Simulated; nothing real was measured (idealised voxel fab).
process module | voxel capacitor over wiring
cross-section cut | 165 nm wide | cells 5 nm
A cross-section is a grid of square cells, given in bands from the top down. A band is one or more rows of cells.
Each band's line starts with the height of the band's top and of its bottom, in nm. Then come its materials from left to right, each with its width in nm. One material with "throughout" fills the band from edge to edge. "air" is empty space.
Height 0 is the level under which the wafer as received is all one material. The lowest band goes on downwards, as in "0 down".
A width such as "30 to 40" changes by the same amount from each row of cells to the next, from the band's top row to its bottom row.
"no change" after a step means that no cell of the cross-section changed.
closed voids: empty space of 8 cells or more with no open way to the top, each as width x height at its distance from the left edge, in nm
after a step's settings: what the simulator itself notes on the step
overlay nm, on a step with a mask: how far to the right of its planned place the mask lay; to the left if negative
plan
1 op RECEIVE | material Si
2 op CONFORMAL_DEP | material SiO2 | thk nm 10
3 op DIRECTIONAL_DEP | material TiN | thk nm 5
4 op DIRECTIONAL_DEP | material Ru | thk nm 25
5 op DIRECTIONAL_DEP | material aC | thk nm 15
6 op PATTERN | tone cover | mask id METAL_1 | material resist | width nm 20 | pitch nm 75 | thk nm 35 | overlay nm 0
7 op DIRECTIONAL_ETCH | etch materials aC | depth nm 15
8 op STRIP | etch materials resist
9 op DIRECTIONAL_ETCH | etch materials Ru | depth nm 25
10 op DIRECTIONAL_ETCH | etch materials TiN | depth nm 5
11 op STRIP | etch materials aC
12 op FILL_DEP | material SiO2 | thk nm 10
13 op CMP | height nm 40
14 op CONFORMAL_DEP | material SiCN | thk nm 5
15 op DIRECTIONAL_DEP | material SiO2 | thk nm 20
16 op DIRECTIONAL_DEP | material aC | thk nm 15
17 op PATTERN | tone open | mask id PLUG_1 | material resist | width nm 15 | thk nm 30 | overlay nm 0
18 op DIRECTIONAL_ETCH | etch materials aC | depth nm 15
19 op STRIP | etch materials resist
20 op DIRECTIONAL_ETCH | etch materials SiO2 | depth nm 20
21 op DIRECTIONAL_ETCH | etch materials SiCN | depth nm 5
22 op STRIP | etch materials aC
23 op EPI | material Ru | thk nm 10
24 op EPI | material Ru | thk nm 10
25 op EPI | material Ru | thk nm 5
26 op DIRECTIONAL_DEP | material TiN | thk nm 5
27 op DIRECTIONAL_DEP | material HfO2 | thk nm 5
28 op DIRECTIONAL_DEP | material TiN | thk nm 10
29 op MASKED_ETCH | tone cover | mask id UPPER_PLATE | width nm 60 | etch materials TiN | depth nm 10 | overlay nm 0
30 op MASKED_ETCH | tone cover | mask id UPPER_PLATE | width nm 60 | etch materials HfO2 | depth nm 5 | overlay nm 0
31 op MASKED_ETCH | tone cover | mask id LOWER_PLATE | width nm 70 | etch materials TiN | depth nm 5 | overlay nm 0
32 op FILL_DEP | material SiO2 | thk nm 20
33 op CMP | height nm 100
34 op MASKED_ETCH | tone open | mask id PLUG_2 | width nm 15 | etch materials SiO2 | depth nm 15 | overlay nm 0
35 op CONFORMAL_DEP | material TiN | thk nm 5
36 op FILL_DEP | material Cu | thk nm 10
37 op CMP | height nm 100
38 op CONFORMAL_DEP | material SiN | thk nm 5
first wafer, as planned
as received, after step 1
  0 down: Si throughout
  closed voids: none
after step 2
  10 to 0: SiO2 throughout
  below 0: unchanged
after step 3
  15 to 10: TiN throughout
  below 10: unchanged
after step 4
  40 to 15: Ru throughout
  below 15: unchanged
after step 5
  55 to 40: aC throughout
  below 40: unchanged
after step 6
  90 to 55: air 35 | resist 20 | air 55 | resist 20 | air 35
  below 55: unchanged
after step 7
  75 to 55: air 35 | resist 20 | air 55 | resist 20 | air 35
  55 to 40: air 35 | aC 20 | air 55 | aC 20 | air 35
  below 40: unchanged
after step 8
  55 to 40: air 35 | aC 20 | air 55 | aC 20 | air 35
  below 40: unchanged
after step 9
  55 to 40: air 35 | aC 20 | air 55 | aC 20 | air 35
  40 to 15: air 35 | Ru 20 | air 55 | Ru 20 | air 35
  below 15: unchanged
after step 10
  55 to 40: air 35 | aC 20 | air 55 | aC 20 | air 35
  40 to 15: air 35 | Ru 20 | air 55 | Ru 20 | air 35
  15 to 10: air 35 | TiN 20 | air 55 | TiN 20 | air 35
  below 10: unchanged
after step 11
  40 to 15: air 35 | Ru 20 | air 55 | Ru 20 | air 35
  below 15: unchanged
after step 12
  50 to 40: SiO2 throughout
  40 to 15: SiO2 35 | Ru 20 | SiO2 55 | Ru 20 | SiO2 35
  15 to 10: SiO2 35 | TiN 20 | SiO2 55 | TiN 20 | SiO2 35
  below 10: unchanged
after step 13
  40 to 15: SiO2 35 | Ru 20 | SiO2 55 | Ru 20 | SiO2 35
  below 15: unchanged
after step 14
  45 to 40: SiCN throughout
  below 40: unchanged
after step 15
  65 to 45: SiO2 throughout
  below 45: unchanged
after step 16
  80 to 65: aC throughout
  below 65: unchanged
after step 17
  110 to 80: resist 40 | air 15 | resist 110
  below 80: unchanged
after step 18
  95 to 80: resist 40 | air 15 | resist 110
  80 to 65: aC 40 | air 15 | aC 110
  below 65: unchanged
after step 19
  80 to 65: aC 40 | air 15 | aC 110
  below 65: unchanged
after step 20
  80 to 65: aC 40 | air 15 | aC 110
  65 to 45: SiO2 40 | air 15 | SiO2 110
  below 45: unchanged
after step 21
  80 to 65: aC 40 | air 15 | aC 110
  65 to 45: SiO2 40 | air 15 | SiO2 110
  45 to 40: SiCN 40 | air 15 | SiCN 110
  below 40: unchanged
after step 22
  65 to 45: SiO2 40 | air 15 | SiO2 110
  below 45: unchanged
after step 23
  65 to 50: SiO2 40 | air 15 | SiO2 110
  50 to 45: SiO2 40 | Ru 15 | SiO2 110
  45 to 40: SiCN 40 | Ru 15 | SiCN 110
  below 40: unchanged
after step 24
  65 to 60: SiO2 40 | air 15 | SiO2 110
  60 to 45: SiO2 40 | Ru 15 | SiO2 110
  below 45: unchanged
after step 25
  65 to 45: SiO2 40 | Ru 15 | SiO2 110
  below 45: unchanged
after step 26
  70 to 65: TiN throughout
  below 65: unchanged
after step 27
  75 to 70: HfO2 throughout
  below 70: unchanged
after step 28
  85 to 75: TiN throughout
  below 75: unchanged
after step 29
  85 to 75: air 40 | TiN 60 | air 65
  below 75: unchanged
after step 30
  85 to 75: air 40 | TiN 60 | air 65
  75 to 70: air 40 | HfO2 60 | air 65
  below 70: unchanged
after step 31
  85 to 75: air 40 | TiN 60 | air 65
  75 to 70: air 40 | HfO2 60 | air 65
  70 to 65: air 35 | TiN 70 | air 60
  below 65: unchanged
after step 32
  105 to 85: SiO2 throughout
  85 to 75: SiO2 40 | TiN 60 | SiO2 65
  75 to 70: SiO2 40 | HfO2 60 | SiO2 65
  70 to 65: SiO2 35 | TiN 70 | SiO2 60
  below 65: unchanged
after step 33
  100 to 85: SiO2 throughout
  below 85: unchanged
after step 34
  100 to 85: SiO2 50 | air 15 | SiO2 100
  below 85: unchanged
after step 35
  105 to 100: TiN 55 | air 5 | TiN 105
  100 to 90: SiO2 50 | TiN 5 | air 5 | TiN 5 | SiO2 100
  90 to 85: SiO2 50 | TiN 15 | SiO2 100
  below 85: unchanged
after step 36
  115 to 105: Cu throughout
  105 to 100: TiN 55 | Cu 5 | TiN 105
  100 to 90: SiO2 50 | TiN 5 | Cu 5 | TiN 5 | SiO2 100
  below 90: unchanged
after step 37
  100 to 90: SiO2 50 | TiN 5 | Cu 5 | TiN 5 | SiO2 100
  below 90: unchanged
after step 38
  105 to 100: SiN throughout
  below 100: unchanged
second wafer: like start, like plan, one mistake. Through step 22 it matches the first wafer
when step 24 should have ended
  70 to 65: air 35 | Ru 25 | air 105
  65 to 45: SiO2 40 | Ru 15 | SiO2 110
  45 to 40: SiCN 40 | Ru 15 | SiCN 110
  below 40: unchanged
when step 25 should have ended
  75 to 65: air 30 | Ru 35 | air 100
  below 65: unchanged
when step 26 should have ended
  80 to 75: air 30 | TiN 35 | air 100
  75 to 70: air 30 | Ru 35 | air 100
  70 to 65: TiN 30 | Ru 35 | TiN 100
  below 65: unchanged
when step 27 should have ended
  85 to 80: air 30 | HfO2 35 | air 100
  80 to 75: air 30 | TiN 35 | air 100
  75 to 70: HfO2 30 | Ru 35 | HfO2 100
  below 70: unchanged
when step 28 should have ended
  95 to 85: air 30 | TiN 35 | air 100
  85 to 80: TiN 30 | HfO2 35 | TiN 100
  80 to 75: TiN throughout
  below 75: unchanged
when step 29 should have ended
  95 to 85: air 40 | TiN 25 | air 100
  85 to 80: air 30 | HfO2 35 | TiN 35 | air 65
  80 to 75: air 30 | TiN 70 | air 65
  below 75: unchanged
when step 30 should have ended
  95 to 85: air 40 | TiN 25 | air 100
  85 to 80: air 40 | HfO2 25 | TiN 35 | air 65
  80 to 75: air 30 | TiN 70 | air 65
  75 to 70: air 30 | Ru 35 | HfO2 35 | air 65
  below 70: unchanged
when step 31 should have ended
  95 to 85: air 40 | TiN 25 | air 100
  85 to 80: air 40 | HfO2 25 | TiN 35 | air 65
  80 to 75: air 35 | TiN 65 | air 65
  75 to 70: air 30 | Ru 35 | HfO2 35 | air 65
  70 to 65: air 30 | Ru 35 | TiN 40 | air 60
  below 65: unchanged
when step 32 should have ended
  115 to 95: SiO2 throughout
  95 to 85: SiO2 40 | TiN 25 | SiO2 100
  85 to 80: SiO2 40 | HfO2 25 | TiN 35 | SiO2 65
  80 to 75: SiO2 35 | TiN 65 | SiO2 65
  75 to 70: SiO2 30 | Ru 35 | HfO2 35 | SiO2 65
  70 to 65: SiO2 30 | Ru 35 | TiN 40 | SiO2 60
  below 65: unchanged
when step 33 should have ended
  100 to 95: SiO2 throughout
  below 95: unchanged
when step 34 should have ended
  100 to 95: SiO2 50 | air 15 | SiO2 100
  below 95: unchanged
when step 35 should have ended
  105 to 100: TiN 55 | air 5 | TiN 105
  100 to 95: SiO2 50 | TiN 15 | SiO2 100
  below 95: unchanged
when step 36 should have ended
  115 to 105: Cu throughout
  105 to 100: TiN 55 | Cu 5 | TiN 105
  below 100: unchanged
when step 37 should have ended
  100 to 95: SiO2 50 | TiN 15 | SiO2 100
  below 95: unchanged
when step 38 should have ended
  105 to 100: SiN throughout
  below 100: unchanged
what went wrong: one of the steps 23 and 24, which are alike, was run twice
at the end the second wafer has, in cells: 2 fewer of Cu | 14 more of Ru | 8 fewer of SiO2 | 4 fewer of TiN
